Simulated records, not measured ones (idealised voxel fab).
process module | voxel capacitor over wiring
280 nm wide, 5 nm square cells: that's cross-section cut.
Throughout this document, each cross-section is represented as a grid of square cells and is presented as a sequence of bands enumerated from the top downward, where a band comprises one or more rows of cells.
In this notation a band is specified by the heights of its top and bottom, in that order and in nm, after which its materials appear from left to right, each paired with its width in nm. The word "edge to edge" attached to a single material means that material fills the band from edge to edge; the word "blank" stands for empty space.
A quick word on heights: they are counted from 0, and under that level the wafer as it came to us is one material throughout. The lowest band is different from the rest in having no bottom; it simply continues downward, written as in "0 down".
Width: "30->40" (first number = top row, second number = bottom row, same change from row to row of cells).
"stayed the same" means the step left every cell of the cross-section as it was.
The entry titled "Sealed internal cavities" provides the empty spaces that have no open way to the top, restricted to those of 8 cells or more. Each is presented as width x height at distance, the distance being measured from the left edge, with all three in nm.
Whatever follows a step's settings on its line is a remark the simulator itself makes about that step.
overlay nm: how far to the right of its planned place the mask lay on this masked step (negative: to the left).
Note on reading: below, each pair holds a cross-section from before one process step and one from after it; the one from after shows only down to the lowest band that changed. Beneath the pair, the step in between is stated along with its settings. The pairs can stem from different runs of this module on the same starting wafer. Where a pair's entry headed "Before processing" says so, and only there, that pair continues from the pair above it.

Before processing
  0 down: Si edge to edge
  Sealed internal cavities: none

Cross-Section Thereafter
  10 to 0: SiO2 edge to edge
  Note: structure below 0 unchanged.
  Sealed internal cavities: none
Step that separates the before view from the after view above: CONFORMAL_DEP: material SiO2, thk nm 10

Before processing: This step starts from the configuration shown after the step in the pair immediately above.

Cross-Section Thereafter
  15 to 10: SiCN edge to edge
  Note: structure below 10 unchanged.
  Sealed internal cavities: none
Step that separates the before view from the after view above: CONFORMAL_DEP: material SiCN, thk nm 5

Before processing: This step starts from the configuration shown after the step in the pair immediately above.

Cross-Section Thereafter
  40 to 15: lowk edge to edge
  Note: structure below 15 unchanged.
  Sealed internal cavities: none
Step that separates the before view from the after view above: DIRECTIONAL_DEP: material lowk, thk nm 25

Before processing: This step starts from the configuration shown after the step in the pair immediately above.

Cross-Section Thereafter
  55 to 40: 80 nm resist, then 25 nm blank, then 65 nm resist, then 25 nm blank, then 85 nm resist
  Note: structure below 40 unchanged.
  Sealed internal cavities: none
Step that separates the before view from the after view above: PATTERN: tone open, mask id METAL_1, material resist, width nm 25, pitch nm 90, thk nm 15, overlay nm 0

Before processing: This step starts from the configuration shown after the step in the pair immediately above.

Cross-Section Thereafter
  55 to 40: 80 nm resist, then 25 nm blank, then 65 nm resist, then 25 nm blank, then 85 nm resist
  40 to 15: 80 nm lowk, then 25 nm blank, then 65 nm lowk, then 25 nm blank, then 85 nm lowk
  Note: structure below 15 unchanged.
  Sealed internal cavities: none
Step that separates the before view from the after view above: DIRECTIONAL_ETCH: etch materials lowk, depth nm 25

Before processing: This step starts from the configuration shown after the step in the pair immediately above.

Cross-Section Thereafter
  55 to 40: 80 nm resist, then 25 nm blank, then 65 nm resist, then 25 nm blank, then 85 nm resist
  40 to 15: 80 nm lowk, then 25 nm blank, then 65 nm lowk, then 25 nm blank, then 85 nm lowk
  15 to 10: 80 nm SiCN, then 25 nm blank, then 65 nm SiCN, then 25 nm blank, then 85 nm SiCN
  Note: structure below 10 unchanged.
  Sealed internal cavities: none
Step that separates the before view from the after view above: DIRECTIONAL_ETCH: etch materials SiCN, depth nm 5

Before processing: This step starts from the configuration shown after the step in the pair immediately above.

Cross-Section Thereafter
  40 to 15: 80 nm lowk, then 25 nm blank, then 65 nm lowk, then 25 nm blank, then 85 nm lowk
  Note: structure below 15 unchanged.
  Sealed internal cavities: none
Step that separates the before view from the after view above: STRIP: etch materials resist

Before processing: This step starts from the configuration shown after the step in the pair immediately above.

Cross-Section Thereafter
  45 to 40: 85 nm TiN, then 15 nm blank, then 75 nm TiN, then 15 nm blank, then 90 nm TiN
  40 to 15: 80 nm lowk, then 5 nm TiN, then 15 nm blank, then 5 nm TiN, then 65 nm lowk, then 5 nm TiN, then 15 nm blank, then 5 nm TiN, then 85 nm lowk
  15 to 10: 80 nm SiCN, then 25 nm TiN, then 65 nm SiCN, then 25 nm TiN, then 85 nm SiCN
  Note: structure below 10 unchanged.
  Sealed internal cavities: none
Step that separates the before view from the after view above: CONFORMAL_DEP: material TiN, thk nm 5

Before processing: This step starts from the configuration shown after the step in the pair immediately above.

Cross-Section Thereafter
  55 to 45: Cu edge to edge
  45 to 40: 85 nm TiN, then 15 nm Cu, then 75 nm TiN, then 15 nm Cu, then 90 nm TiN
  40 to 15: 80 nm lowk, then 5 nm TiN, then 15 nm Cu, then 5 nm TiN, then 65 nm lowk, then 5 nm TiN, then 15 nm Cu, then 5 nm TiN, then 85 nm lowk
  Note: structure below 15 unchanged.
  Sealed internal cavities: none
Step that separates the before view from the after view above: FILL_DEP: material Cu, thk nm 10

Before processing: This step starts from the configuration shown after the step in the pair immediately above.

Cross-Section Thereafter
  40 to 15: 80 nm lowk, then 5 nm TiN, then 15 nm Cu, then 5 nm TiN, then 65 nm lowk, then 5 nm TiN, then 15 nm Cu, then 5 nm TiN, then 85 nm lowk
  Note: structure below 15 unchanged.
  Sealed internal cavities: none
Step that separates the before view from the after view above: CMP: height nm 40

Before processing: This step starts from the configuration shown after the step in the pair immediately above.

Cross-Section Thereafter
  45 to 40: SiCN edge to edge
  Note: structure below 40 unchanged.
  Sealed internal cavities: none
Step that separates the before view from the after view above: CONFORMAL_DEP: material SiCN, thk nm 5

Before processing: This step starts from the configuration shown after the step in the pair immediately above.

Cross-Section Thereafter
  60 to 45: SiO2 edge to edge
  Note: structure below 45 unchanged.
  Sealed internal cavities: none
Step that separates the before view from the after view above: DIRECTIONAL_DEP: material SiO2, thk nm 15

Before processing: This step starts from the configuration shown after the step in the pair immediately above.

Cross-Section Thereafter
  70 to 60: aC edge to edge
  Note: structure below 60 unchanged.
  Sealed internal cavities: none
Step that separates the before view from the after view above: DIRECTIONAL_DEP: material aC, thk nm 10

Before processing: This step starts from the configuration shown after the step in the pair immediately above.

Cross-Section Thereafter
  100 to 70: 90 nm resist, then 15 nm blank, then 175 nm resist
  Note: structure below 70 unchanged.
  Sealed internal cavities: none
Step that separates the before view from the after view above: PATTERN: tone open, mask id PLUG_1, material resist, width nm 15, thk nm 30, overlay nm 0

Before processing: This step starts from the configuration shown after the step in the pair immediately above.

Cross-Section Thereafter
  90 to 70: 90 nm resist, then 15 nm blank, then 175 nm resist
  70 to 60: 90 nm aC, then 15 nm blank, then 175 nm aC
  Note: structure below 60 unchanged.
  Sealed internal cavities: none
Step that separates the before view from the after view above: DIRECTIONAL_ETCH: etch materials aC, depth nm 10

Before processing: This step starts from the configuration shown after the step in the pair immediately above.

Cross-Section Thereafter
  70 to 60: 90 nm aC, then 15 nm blank, then 175 nm aC
  Note: structure below 60 unchanged.
  Sealed internal cavities: none
Step that separates the before view from the after view above: STRIP: etch materials resist

Before processing: This step starts from the configuration shown after the step in the pair immediately above.

Cross-Section Thereafter
  70 to 60: 90 nm aC, then 15 nm blank, then 175 nm aC
  60 to 45: 90 nm SiO2, then 15 nm blank, then 175 nm SiO2
  Note: structure below 45 unchanged.
  Sealed internal cavities: none
Step that separates the before view from the after view above: DIRECTIONAL_ETCH: etch materials SiO2, depth nm 15

Before processing: This step starts from the configuration shown after the step in the pair immediately above.

Cross-Section Thereafter
  70 to 60: 90 nm aC, then 15 nm blank, then 175 nm aC
  60 to 45: 90 nm SiO2, then 15 nm blank, then 175 nm SiO2
  45 to 40: 90 nm SiCN, then 15 nm blank, then 175 nm SiCN
  Note: structure below 40 unchanged.
  Sealed internal cavities: none
Step that separates the before view from the after view above: DIRECTIONAL_ETCH: etch materials SiCN, depth nm 5

Before processing: This step starts from the configuration shown after the step in the pair immediately above.

Cross-Section Thereafter
  60 to 45: 90 nm SiO2, then 15 nm blank, then 175 nm SiO2
  Note: structure below 45 unchanged.
  Sealed internal cavities: none
Step that separates the before view from the after view above: STRIP: etch materials aC

Before processing: This step starts from the configuration shown after the step in the pair immediately above.

Cross-Section Thereafter
  60 to 50: 90 nm SiO2, then 15 nm blank, then 175 nm SiO2
  50 to 45: 90 nm SiO2, then 15 nm Ru, then 175 nm SiO2
  45 to 40: 90 nm SiCN, then 15 nm Ru, then 175 nm SiCN
  Note: structure below 40 unchanged.
  Sealed internal cavities: none
Step that separates the before view from the after view above: EPI: material Ru, thk nm 10

Before processing: This step starts from the configuration shown after the step in the pair immediately above.

Cross-Section Thereafter
  60 to 45: 90 nm SiO2, then 15 nm Ru, then 175 nm SiO2
  Note: structure below 45 unchanged.
  Sealed internal cavities: none
Step that separates the before view from the after view above: EPI: material Ru, thk nm 10

Before processing: This step starts from the configuration shown after the step in the pair immediately above.

Cross-Section Thereafter
  70 to 60: TiN edge to edge
  Note: structure below 60 unchanged.
  Sealed internal cavities: none
Step that separates the before view from the after view above: DIRECTIONAL_DEP: material TiN, thk nm 10

Before processing: This step starts from the configuration shown after the step in the pair immediately above.

Cross-Section Thereafter
  75 to 70: HfO2 edge to edge
  Note: structure below 70 unchanged.
  Sealed internal cavities: none
Step that separates the before view from the after view above: DIRECTIONAL_DEP: material HfO2, thk nm 5

Before processing: This step starts from the configuration shown after the step in the pair immediately above.

Cross-Section Thereafter
  85 to 75: TiN edge to edge
  Note: structure below 75 unchanged.
  Sealed internal cavities: none
Step that separates the before view from the after view above: DIRECTIONAL_DEP: material TiN, thk nm 10

Before processing: This step starts from the configuration shown after the step in the pair immediately above.

Cross-Section Thereafter
  85 to 75: 90 nm blank, then 70 nm TiN, then 120 nm blank
  Note: structure below 75 unchanged.
  Sealed internal cavities: none
Step that separates the before view from the after view above: MASKED_ETCH: tone cover, mask id UPPER_PLATE, width nm 70, etch materials TiN, depth nm 10, overlay nm 0

Before processing: This step starts from the configuration shown after the step in the pair immediately above.

Cross-Section Thereafter
  85 to 75: 90 nm blank, then 70 nm TiN, then 120 nm blank
  75 to 70: 90 nm blank, then 70 nm HfO2, then 120 nm blank
  Note: structure below 70 unchanged.
  Sealed internal cavities: none
Step that separates the before view from the after view above: MASKED_ETCH: tone cover, mask id UPPER_PLATE, width nm 70, etch materials HfO2, depth nm 5, overlay nm 0

Before processing: This step starts from the configuration shown after the step in the pair immediately above.

Cross-Section Thereafter
  85 to 75: 90 nm blank, then 70 nm TiN, then 120 nm blank
  75 to 70: 90 nm blank, then 70 nm HfO2, then 120 nm blank
  70 to 60: 85 nm blank, then 80 nm TiN, then 115 nm blank
  Note: structure below 60 unchanged.
  Sealed internal cavities: none
Step that separates the before view from the after view above: MASKED_ETCH: tone cover, mask id LOWER_PLATE, width nm 80, etch materials TiN, depth nm 10, overlay nm 0

Before processing: This step starts from the configuration shown after the step in the pair immediately above.

Cross-Section Thereafter
  105 to 85: SiO2 edge to edge
  85 to 75: 90 nm SiO2, then 70 nm TiN, then 120 nm SiO2
  75 to 70: 90 nm SiO2, then 70 nm HfO2, then 120 nm SiO2
  70 to 60: 85 nm SiO2, then 80 nm TiN, then 115 nm SiO2
  Note: structure below 60 unchanged.
  Sealed internal cavities: none
Step that separates the before view from the after view above: FILL_DEP: material SiO2, thk nm 20

Before processing: This step starts from the configuration shown after the step in the pair immediately above.

Cross-Section Thereafter
  100 to 85: SiO2 edge to edge
  Note: structure below 85 unchanged.
  Sealed internal cavities: none
Step that separates the before view from the after view above: CMP: height nm 100

Before processing: This step starts from the configuration shown after the step in the pair immediately above.

Cross-Section Thereafter
  120 to 100: 100 nm resist, then 15 nm blank, then 165 nm resist
  Note: structure below 100 unchanged.
  Sealed internal cavities: none
Step that separates the before view from the after view above: PATTERN: tone open, mask id PLUG_2, material resist, width nm 15, thk nm 20, overlay nm 0

Before processing: This step starts from the configuration shown after the step in the pair immediately above.

Cross-Section Thereafter
  120 to 100: 100 nm resist, then 15 nm blank, then 165 nm resist
  100 to 85: 100 nm SiO2, then 15 nm blank, then 165 nm SiO2
  Note: structure below 85 unchanged.
  Sealed internal cavities: none
Step that separates the before view from the after view above: DIRECTIONAL_ETCH: etch materials SiO2, depth nm 15

Before processing: This step starts from the configuration shown after the step in the pair immediately above.

Cross-Section Thereafter
  100 to 85: 100 nm SiO2, then 15 nm blank, then 165 nm SiO2
  Note: structure below 85 unchanged.
  Sealed internal cavities: none
Step that separates the before view from the after view above: STRIP: etch materials resist

Before processing: This step starts from the configuration shown after the step in the pair immediately above.

Cross-Section Thereafter
  105 to 100: 105 nm TiN, then 5 nm blank, then 170 nm TiN
  100 to 90: 100 nm SiO2, then 5 nm TiN, then 5 nm blank, then 5 nm TiN, then 165 nm SiO2
  90 to 85: 100 nm SiO2, then 15 nm TiN, then 165 nm SiO2
  Note: structure below 85 unchanged.
  Sealed internal cavities: none
Step that separates the before view from the after view above: CONFORMAL_DEP: material TiN, thk nm 5

Before processing: This step starts from the configuration shown after the step in the pair immediately above.

Cross-Section Thereafter
  110 to 105: Ru edge to edge
  105 to 100: 105 nm TiN, then 5 nm Ru, then 170 nm TiN
  100 to 90: 100 nm SiO2, then 5 nm TiN, then 5 nm Ru, then 5 nm TiN, then 165 nm SiO2
  Note: structure below 90 unchanged.
  Sealed internal cavities: none
Step that separates the before view from the after view above: FILL_DEP: material Ru, thk nm 5

Before processing: This step starts from the configuration shown after the step in the pair immediately above.

Cross-Section Thereafter
  100 to 90: 100 nm SiO2, then 5 nm TiN, then 5 nm Ru, then 5 nm TiN, then 165 nm SiO2
  Note: structure below 90 unchanged.
  Sealed internal cavities: none
Step that separates the before view from the after view above: CMP: height nm 100

Before processing: This step starts from the configuration shown after the step in the pair immediately above.

Cross-Section Thereafter
  105 to 100: SiN edge to edge
  Note: structure below 100 unchanged.
  Sealed internal cavities: none
Step that separates the before view from the after view above: CONFORMAL_DEP: material SiN, thk nm 5

Before processing
  60 to 50: 90 nm SiO2, then 15 nm blank, then 175 nm SiO2
  50 to 45: 90 nm SiO2, then 15 nm Ru, then 175 nm SiO2
  45 to 40: 90 nm SiCN, then 15 nm Ru, then 175 nm SiCN
  40 to 15: 80 nm lowk, then 5 nm TiN, then 15 nm Cu, then 5 nm TiN, then 65 nm lowk, then 5 nm TiN, then 15 nm Cu, then 5 nm TiN, then 85 nm lowk
  15 to 10: 80 nm SiCN, then 25 nm TiN, then 65 nm SiCN, then 25 nm TiN, then 85 nm SiCN
  10 to 0: SiO2 edge to edge
  0 down: Si edge to edge
  Sealed internal cavities: none

Cross-Section Thereafter
  70 to 60: 90 nm TiN, then 15 nm blank, then 175 nm TiN
  60 to 50: 90 nm SiO2, then 15 nm TiN, then 175 nm SiO2
  Note: structure below 50 unchanged.
  Sealed internal cavities: none
Step that separates the before view from the after view above: DIRECTIONAL_DEP: material TiN, thk nm 10

Before processing: This step starts from the configuration shown after the step in the pair immediately above.

Cross-Section Thereafter
  75 to 70: 90 nm HfO2, then 15 nm blank, then 175 nm HfO2
  70 to 65: 90 nm TiN, then 15 nm blank, then 175 nm TiN
  65 to 60: 90 nm TiN, then 15 nm HfO2, then 175 nm TiN
  Note: structure below 60 unchanged.
  Sealed internal cavities: none
Step that separates the before view from the after view above: DIRECTIONAL_DEP: material HfO2, thk nm 5

Before processing: This step starts from the configuration shown after the step in the pair immediately above.

Cross-Section Thereafter
  85 to 75: 90 nm TiN, then 15 nm blank, then 175 nm TiN
  75 to 70: 90 nm HfO2, then 15 nm TiN, then 175 nm HfO2
  70 to 65: TiN edge to edge
  Note: structure below 65 unchanged.
  Sealed internal cavities: none
Step that separates the before view from the after view above: DIRECTIONAL_DEP: material TiN, thk nm 10

Before processing: This step starts from the configuration shown after the step in the pair immediately above.

Cross-Section Thereafter
  85 to 75: 105 nm blank, then 55 nm TiN, then 120 nm blank
  Note: structure below 75 unchanged.
  Sealed internal cavities: none
Step that separates the before view from the after view above: MASKED_ETCH: tone cover, mask id UPPER_PLATE, width nm 70, etch materials TiN, depth nm 10, overlay nm 0

Before processing: This step starts from the configuration shown after the step in the pair immediately above.

Cross-Section Thereafter
  85 to 75: 105 nm blank, then 55 nm TiN, then 120 nm blank
  75 to 70: 90 nm blank, then 15 nm TiN, then 55 nm HfO2, then 120 nm blank
  Note: structure below 70 unchanged.
  Sealed internal cavities: none
Step that separates the before view from the after view above: MASKED_ETCH: tone cover, mask id UPPER_PLATE, width nm 70, etch materials HfO2, depth nm 5, overlay nm 0

Before processing: This step starts from the configuration shown after the step in the pair immediately above.

Cross-Section Thereafter
  85 to 75: 105 nm blank, then 55 nm TiN, then 120 nm blank
  75 to 70: 90 nm blank, then 15 nm TiN, then 55 nm HfO2, then 120 nm blank
  70 to 65: 85 nm blank, then 80 nm TiN, then 115 nm blank
  65 to 60: 85 nm blank, then 5 nm TiN, then 15 nm HfO2, then 60 nm TiN, then 115 nm blank
  Note: structure below 60 unchanged.
  Sealed internal cavities: none
Step that separates the before view from the after view above: MASKED_ETCH: tone cover, mask id LOWER_PLATE, width nm 80, etch materials TiN, depth nm 10, overlay nm 0

Before processing: This step starts from the configuration shown after the step in the pair immediately above.

Cross-Section Thereafter
  105 to 85: SiO2 edge to edge
  85 to 75: 105 nm SiO2, then 55 nm TiN, then 120 nm SiO2
  75 to 70: 90 nm SiO2, then 15 nm TiN, then 55 nm HfO2, then 120 nm SiO2
  70 to 65: 85 nm SiO2, then 80 nm TiN, then 115 nm SiO2
  65 to 60: 85 nm SiO2, then 5 nm TiN, then 15 nm HfO2, then 60 nm TiN, then 115 nm SiO2
  Note: structure below 60 unchanged.
  Sealed internal cavities: none
Step that separates the before view from the after view above: FILL_DEP: material SiO2, thk nm 20

Before processing: This step starts from the configuration shown after the step in the pair immediately above.

Cross-Section Thereafter
  100 to 85: SiO2 edge to edge
  Note: structure below 85 unchanged.
  Sealed internal cavities: none
Step that separates the before view from the after view above: CMP: height nm 100

Before processing: This step starts from the configuration shown after the step in the pair immediately above.

Cross-Section Thereafter
  120 to 100: 100 nm resist, then 15 nm blank, then 165 nm resist
  Note: structure below 100 unchanged.
  Sealed internal cavities: none
Step that separates the before view from the after view above: PATTERN: tone open, mask id PLUG_2, material resist, width nm 15, thk nm 20, overlay nm 0

Before processing: This step starts from the configuration shown after the step in the pair immediately above.

Cross-Section Thereafter
  120 to 100: 100 nm resist, then 15 nm blank, then 165 nm resist
  100 to 85: 100 nm SiO2, then 15 nm blank, then 165 nm SiO2
  Note: structure below 85 unchanged.
  Sealed internal cavities: none
Step that separates the before view from the after view above: DIRECTIONAL_ETCH: etch materials SiO2, depth nm 15

Before processing: This step starts from the configuration shown after the step in the pair immediately above.

Cross-Section Thereafter
  100 to 85: 100 nm SiO2, then 15 nm blank, then 165 nm SiO2
  Note: structure below 85 unchanged.
  Sealed internal cavities: none
Step that separates the before view from the after view above: STRIP: etch materials resist

Before processing: This step starts from the configuration shown after the step in the pair immediately above.

Cross-Section Thereafter
  105 to 100: 105 nm TiN, then 5 nm blank, then 170 nm TiN
  100 to 90: 100 nm SiO2, then 5 nm TiN, then 5 nm blank, then 5 nm TiN, then 165 nm SiO2
  90 to 85: 100 nm SiO2, then 15 nm TiN, then 165 nm SiO2
  Note: structure below 85 unchanged.
  Sealed internal cavities: none
Step that separates the before view from the after view above: CONFORMAL_DEP: material TiN, thk nm 5

Before processing: This step starts from the configuration shown after the step in the pair immediately above.

Cross-Section Thereafter
  110 to 105: Ru edge to edge
  105 to 100: 105 nm TiN, then 5 nm Ru, then 170 nm TiN
  100 to 90: 100 nm SiO2, then 5 nm TiN, then 5 nm Ru, then 5 nm TiN, then 165 nm SiO2
  Note: structure below 90 unchanged.
  Sealed internal cavities: none
Step that separates the before view from the after view above: FILL_DEP: material Ru, thk nm 5

Before processing: This step starts from the configuration shown after the step in the pair immediately above.

Cross-Section Thereafter
  100 to 90: 100 nm SiO2, then 5 nm TiN, then 5 nm Ru, then 5 nm TiN, then 165 nm SiO2
  Note: structure below 90 unchanged.
  Sealed internal cavities: none
Step that separates the before view from the after view above: CMP: height nm 100

Before processing: This step starts from the configuration shown after the step in the pair immediately above.

Cross-Section Thereafter
  105 to 100: SiN edge to edge
  Note: structure below 100 unchanged.
  Sealed internal cavities: none
Step that separates the before view from the after view above: CONFORMAL_DEP: material SiN, thk nm 5

Before processing
  60 to 45: 90 nm SiO2, then 15 nm Ru, then 175 nm SiO2
  45 to 40: 90 nm SiCN, then 15 nm Ru, then 175 nm SiCN
  40 to 15: 80 nm lowk, then 5 nm TiN, then 15 nm Cu, then 5 nm TiN, then 65 nm lowk, then 5 nm TiN, then 15 nm Cu, then 5 nm TiN, then 85 nm lowk
  15 to 10: 80 nm SiCN, then 25 nm TiN, then 65 nm SiCN, then 25 nm TiN, then 85 nm SiCN
  10 to 0: SiO2 edge to edge
  0 down: Si edge to edge
  Sealed internal cavities: none

Cross-Section Thereafter
  70 to 60: 80 nm blank, then 35 nm Ru, then 165 nm blank
  Note: structure below 60 unchanged.
  Sealed internal cavities: none
Step that separates the before view from the after view above: EPI: material Ru, thk nm 10

Before processing: This step starts from the configuration shown after the step in the pair immediately above.

Cross-Section Thereafter
  80 to 70: 80 nm blank, then 35 nm TiN, then 165 nm blank
  70 to 60: 80 nm TiN, then 35 nm Ru, then 165 nm TiN
  Note: structure below 60 unchanged.
  Sealed internal cavities: none
Step that separates the before view from the after view above: DIRECTIONAL_DEP: material TiN, thk nm 10

Before processing: This step starts from the configuration shown after the step in the pair immediately above.

Cross-Section Thereafter
  85 to 80: 80 nm blank, then 35 nm HfO2, then 165 nm blank
  80 to 75: 80 nm blank, then 35 nm TiN, then 165 nm blank
  75 to 70: 80 nm HfO2, then 35 nm TiN, then 165 nm HfO2
  Note: structure below 70 unchanged.
  Sealed internal cavities: none
Step that separates the before view from the after view above: DIRECTIONAL_DEP: material HfO2, thk nm 5

Before processing: This step starts from the configuration shown after the step in the pair immediately above.

Cross-Section Thereafter
  95 to 85: 80 nm blank, then 35 nm TiN, then 165 nm blank
  85 to 80: 80 nm TiN, then 35 nm HfO2, then 165 nm TiN
  80 to 75: TiN edge to edge
  Note: structure below 75 unchanged.
  Sealed internal cavities: none
Step that separates the before view from the after view above: DIRECTIONAL_DEP: material TiN, thk nm 10

Before processing: This step starts from the configuration shown after the step in the pair immediately above.

Cross-Section Thereafter
  95 to 85: 90 nm blank, then 25 nm TiN, then 165 nm blank
  85 to 80: 80 nm blank, then 35 nm HfO2, then 45 nm TiN, then 120 nm blank
  80 to 75: 80 nm blank, then 80 nm TiN, then 120 nm blank
  Note: structure below 75 unchanged.
  Sealed internal cavities: none
Step that separates the before view from the after view above: MASKED_ETCH: tone cover, mask id UPPER_PLATE, width nm 70, etch materials TiN, depth nm 10, overlay nm 0

Before processing: This step starts from the configuration shown after the step in the pair immediately above.

Cross-Section Thereafter
  95 to 85: 90 nm blank, then 25 nm TiN, then 165 nm blank
  85 to 80: 90 nm blank, then 25 nm HfO2, then 45 nm TiN, then 120 nm blank
  80 to 75: 80 nm blank, then 80 nm TiN, then 120 nm blank
  75 to 70: 80 nm blank, then 35 nm TiN, then 45 nm HfO2, then 120 nm blank
  Note: structure below 70 unchanged.
  Sealed internal cavities: none
Step that separates the before view from the after view above: MASKED_ETCH: tone cover, mask id UPPER_PLATE, width nm 70, etch materials HfO2, depth nm 5, overlay nm 0

Before processing: This step starts from the configuration shown after the step in the pair immediately above.

Cross-Section Thereafter
  95 to 85: 90 nm blank, then 25 nm TiN, then 165 nm blank
  85 to 80: 90 nm blank, then 25 nm HfO2, then 45 nm TiN, then 120 nm blank
  80 to 75: 85 nm blank, then 75 nm TiN, then 120 nm blank
  75 to 70: 85 nm blank, then 30 nm TiN, then 45 nm HfO2, then 120 nm blank
  70 to 60: 80 nm blank, then 35 nm Ru, then 50 nm TiN, then 115 nm blank
  Note: structure below 60 unchanged.
  Sealed internal cavities: none
Step that separates the before view from the after view above: MASKED_ETCH: tone cover, mask id LOWER_PLATE, width nm 80, etch materials TiN, depth nm 10, overlay nm 0

Before processing: This step starts from the configuration shown after the step in the pair immediately above.

Cross-Section Thereafter
  115 to 95: SiO2 edge to edge
  95 to 85: 90 nm SiO2, then 25 nm TiN, then 165 nm SiO2
  85 to 80: 90 nm SiO2, then 25 nm HfO2, then 45 nm TiN, then 120 nm SiO2
  80 to 75: 85 nm SiO2, then 75 nm TiN, then 120 nm SiO2
  75 to 70: 85 nm SiO2, then 30 nm TiN, then 45 nm HfO2, then 120 nm SiO2
  70 to 60: 80 nm SiO2, then 35 nm Ru, then 50 nm TiN, then 115 nm SiO2
  Note: structure below 60 unchanged.
  Sealed internal cavities: none
Step that separates the before view from the after view above: FILL_DEP: material SiO2, thk nm 20

Before processing: This step starts from the configuration shown after the step in the pair immediately above.

Cross-Section Thereafter
  100 to 95: SiO2 edge to edge
  Note: structure below 95 unchanged.
  Sealed internal cavities: none
Step that separates the before view from the after view above: CMP: height nm 100

Before processing: This step starts from the configuration shown after the step in the pair immediately above.

Cross-Section Thereafter
  120 to 100: 100 nm resist, then 15 nm blank, then 165 nm resist
  Note: structure below 100 unchanged.
  Sealed internal cavities: none
Step that separates the before view from the after view above: PATTERN: tone open, mask id PLUG_2, material resist, width nm 15, thk nm 20, overlay nm 0

Before processing: This step starts from the configuration shown after the step in the pair immediately above.

Cross-Section Thereafter
  120 to 100: 100 nm resist, then 15 nm blank, then 165 nm resist
  100 to 95: 100 nm SiO2, then 15 nm blank, then 165 nm SiO2
  Note: structure below 95 unchanged.
  Sealed internal cavities: none
Step that separates the before view from the after view above: DIRECTIONAL_ETCH: etch materials SiO2, depth nm 15

Before processing: This step starts from the configuration shown after the step in the pair immediately above.

Cross-Section Thereafter
  100 to 95: 100 nm SiO2, then 15 nm blank, then 165 nm SiO2
  Note: structure below 95 unchanged.
  Sealed internal cavities: none
Step that separates the before view from the after view above: STRIP: etch materials resist

Before processing: This step starts from the configuration shown after the step in the pair immediately above.

Cross-Section Thereafter
  105 to 100: 105 nm TiN, then 5 nm blank, then 170 nm TiN
  100 to 95: 100 nm SiO2, then 15 nm TiN, then 165 nm SiO2
  Note: structure below 95 unchanged.
  Sealed internal cavities: none
Step that separates the before view from the after view above: CONFORMAL_DEP: material TiN, thk nm 5

Before processing: This step starts from the configuration shown after the step in the pair immediately above.

Cross-Section Thereafter
  110 to 105: Ru edge to edge
  105 to 100: 105 nm TiN, then 5 nm Ru, then 170 nm TiN
  Note: structure below 100 unchanged.
  Sealed internal cavities: none
Step that separates the before view from the after view above: FILL_DEP: material Ru, thk nm 5

Before processing: This step starts from the configuration shown after the step in the pair immediately above.

Cross-Section Thereafter
  100 to 95: 100 nm SiO2, then 15 nm TiN, then 165 nm SiO2
  Note: structure below 95 unchanged.
  Sealed internal cavities: none
Step that separates the before view from the after view above: CMP: height nm 100

Before processing: This step starts from the configuration shown after the step in the pair immediately above.

Cross-Section Thereafter
  105 to 100: SiN edge to edge
  Note: structure below 100 unchanged.
  Sealed internal cavities: none
Step that separates the before view from the after view above: CONFORMAL_DEP: material SiN, thk nm 5

Before processing
  10 to 0: SiO2 edge to edge
  0 down: Si edge to edge
  Sealed internal cavities: none

Cross-Section Thereafter
  35 to 10: lowk edge to edge
  Note: structure below 10 unchanged.
  Sealed internal cavities: none
Step that separates the before view from the after view above: DIRECTIONAL_DEP: material lowk, thk nm 25

Before processing: This step starts from the configuration shown after the step in the pair immediately above.

Cross-Section Thereafter
  40 to 35: SiCN edge to edge
  Note: structure below 35 unchanged.
  Sealed internal cavities: none
Step that separates the before view from the after view above: CONFORMAL_DEP: material SiCN, thk nm 5

Before processing: This step starts from the configuration shown after the step in the pair immediately above.

Cross-Section Thereafter
  55 to 40: 80 nm resist, then 25 nm blank, then 65 nm resist, then 25 nm blank, then 85 nm resist
  Note: structure below 40 unchanged.
  Sealed internal cavities: none
Step that separates the before view from the after view above: PATTERN: tone open, mask id METAL_1, material resist, width nm 25, pitch nm 90, thk nm 15, overlay nm 0

Before processing: This step starts from the configuration shown after the step in the pair immediately above.

Cross-Section Thereafter
  55 to 40: 80 nm resist, then 25 nm blank, then 65 nm resist, then 25 nm blank, then 85 nm resist
  40 to 35: 80 nm SiCN, then 25 nm blank, then 65 nm SiCN, then 25 nm blank, then 85 nm SiCN
  Note: structure below 35 unchanged.
  Sealed internal cavities: none
Step that separates the before view from the after view above: DIRECTIONAL_ETCH: etch materials SiCN, depth nm 5

Before processing: This step starts from the configuration shown after the step in the pair immediately above.

Cross-Section Thereafter
  40 to 35: 80 nm SiCN, then 25 nm blank, then 65 nm SiCN, then 25 nm blank, then 85 nm SiCN
  Note: structure below 35 unchanged.
  Sealed internal cavities: none
Step that separates the before view from the after view above: STRIP: etch materials resist

Before processing: This step starts from the configuration shown after the step in the pair immediately above.

Cross-Section Thereafter
  45 to 40: 85 nm TiN, then 15 nm blank, then 75 nm TiN, then 15 nm blank, then 90 nm TiN
  40 to 35: 80 nm SiCN, then 25 nm TiN, then 65 nm SiCN, then 25 nm TiN, then 85 nm SiCN
  Note: structure below 35 unchanged.
  Sealed internal cavities: none
Step that separates the before view from the after view above: CONFORMAL_DEP: material TiN, thk nm 5

Before processing: This step starts from the configuration shown after the step in the pair immediately above.

Cross-Section Thereafter
  55 to 45: Cu edge to edge
  45 to 40: 85 nm TiN, then 15 nm Cu, then 75 nm TiN, then 15 nm Cu, then 90 nm TiN
  Note: structure below 40 unchanged.
  Sealed internal cavities: none
Step that separates the before view from the after view above: FILL_DEP: material Cu, thk nm 10

Before processing: This step starts from the configuration shown after the step in the pair immediately above.

Cross-Section Thereafter
  40 to 35: 80 nm SiCN, then 25 nm TiN, then 65 nm SiCN, then 25 nm TiN, then 85 nm SiCN
  Note: structure below 35 unchanged.
  Sealed internal cavities: none
Step that separates the before view from the after view above: CMP: height nm 40

Before processing: This step starts from the configuration shown after the step in the pair immediately above.

Cross-Section Thereafter
  45 to 40: SiCN edge to edge
  Note: structure below 40 unchanged.
  Sealed internal cavities: none
Step that separates the before view from the after view above: CONFORMAL_DEP: material SiCN, thk nm 5

Before processing: This step starts from the configuration shown after the step in the pair immediately above.

Cross-Section Thereafter
  60 to 45: SiO2 edge to edge
  Note: structure below 45 unchanged.
  Sealed internal cavities: none
Step that separates the before view from the after view above: DIRECTIONAL_DEP: material SiO2, thk nm 15
